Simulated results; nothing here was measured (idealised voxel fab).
Process module under the name voxel fin reveal
205 nm wide, 5 nm square cells: that's cross-section cut.
When this document writes out a cross-section, it uses a grid of square cells and lists it as bands, beginning at the top and moving down, with a band standing for one or more rows of cells. Read a band's entry like this: the first values are the height of its top and the height of its bottom in nm, and what follows is the sequence of materials from left to right, each with its width in nm. Note that "empty" is empty space, and that a single material marked "full width" reaches across the band from edge to edge. All heights in this document are referenced to 0, defined as the level beneath which the wafer, as received, consists entirely of one material. The lowest band is not bounded below; it extends indefinitely downward and is written in the form "0 nm and below". With a width like "30 to 40", each row of cells in the band differs from the next by the same amount, the top row carrying the first number and the bottom row the second. Step note "all unchanged" = no cross-section cell changed. The entry "Enclosed void entries" lists the empty spaces that cover at least 8 cells and have no open path to the top. Each is written as width x height at distance, where the distance is measured from the left edge and all three values are in nm. That trailing text on a step's line, after the settings, is the simulator's own remark on the step. What "overlay nm" on a step's line means: if the step has a mask, that mask lay this far to the right of its planned place, or, when the value is negative, to the left.

PROCESS STEPS - PLAN
1) RECEIVE, material Si
2) CONFORMAL_DEP, material SiN, thk nm 10
3) DIRECTIONAL_DEP, material aC, thk nm 10
4) PATTERN, tone cover, mask id FINS, material resist, width nm 15, pitch nm 35, thk nm 30, overlay nm 0
5) DIRECTIONAL_ETCH, etch materials aC, depth nm 10
6) STRIP, etch materials resist
7) DIRECTIONAL_ETCH, etch materials SiN, depth nm 10
8) DIRECTIONAL_ETCH, etch materials Si, depth nm 35
9) STRIP, etch materials aC
10) FILL_DEP, material SiO2, thk nm 5
11) CMP, height nm 10
12) SELECTIVE_ETCH, etch materials SiO2, depth nm 20
13) STRIP, etch materials SiN
14) CONFORMAL_DEP, material HfO2, thk nm 5

HERE'S WHAT THE WAFER LOOKED LIKE IN CROSS-SECTION WHEN IT ARRIVED - THAT'S AFTER STEP 1
    0 nm and below = Si full width
    Enclosed void entries: none

AS-PLANNED RUN: CROSS-SECTION OF THE FIRST OF TWO WAFERS AT END OF MODULE
    5 nm to 0 nm = empty: 55 / HfO2: 25 / empty: 10 / HfO2: 25 / empty: 10 / HfO2: 25 / empty: 55
    0 nm to -5 nm = empty: 55 / HfO2: 5 / Si: 15 / HfO2: 5 / empty: 10 / HfO2: 5 / Si: 15 / HfO2: 5 / empty: 10 / HfO2: 5 / Si: 15 / HfO2: 5 / empty: 55
    -5 nm to -10 nm = HfO2: 60 / Si: 15 / HfO2: 20 / Si: 15 / HfO2: 20 / Si: 15 / HfO2: 60
    -10 nm to -35 nm = SiO2: 60 / Si: 15 / SiO2: 20 / Si: 15 / SiO2: 20 / Si: 15 / SiO2: 60
    -35 nm and below = Si full width
    Enclosed void entries: none

CROSS-SECTIONAL IMAGE OF THE SECOND WAFER OF THE TWO FOLLOWING COMPLETION OF THE MODULE. STARTING STATE AND PROCESS PLAN WERE THE SAME AS FOR THE FIRST WAFER; ONE EXECUTION ERROR OCCURRED
    5 nm to 0 nm = empty: 55 / HfO2: 30 / empty: 5 / HfO2: 30 / empty: 5 / HfO2: 30 / empty: 50
    0 nm to -5 nm = empty: 55 / HfO2: 5 / Si: 20 / HfO2: 5 / empty: 5 / HfO2: 5 / Si: 20 / HfO2: 5 / empty: 5 / HfO2: 5 / Si: 20 / HfO2: 5 / empty: 50
    -5 nm to -10 nm = HfO2: 60 / Si: 20 / HfO2: 15 / Si: 20 / HfO2: 15 / Si: 20 / HfO2: 55
    -10 nm to -35 nm = SiO2: 60 / Si: 20 / SiO2: 15 / Si: 20 / SiO2: 15 / Si: 20 / SiO2: 55
    -35 nm and below = Si full width
    Enclosed void entries: none
what went wrong: step 4 off recipe, ran as PATTERN, tone cover, mask id FINS, material resist, width nm 20, pitch nm 35, thk nm 30, overlay nm 0
Final cells, second wafer relative to first, materials higher or lower: 21 more of Si, 15 fewer of SiO2
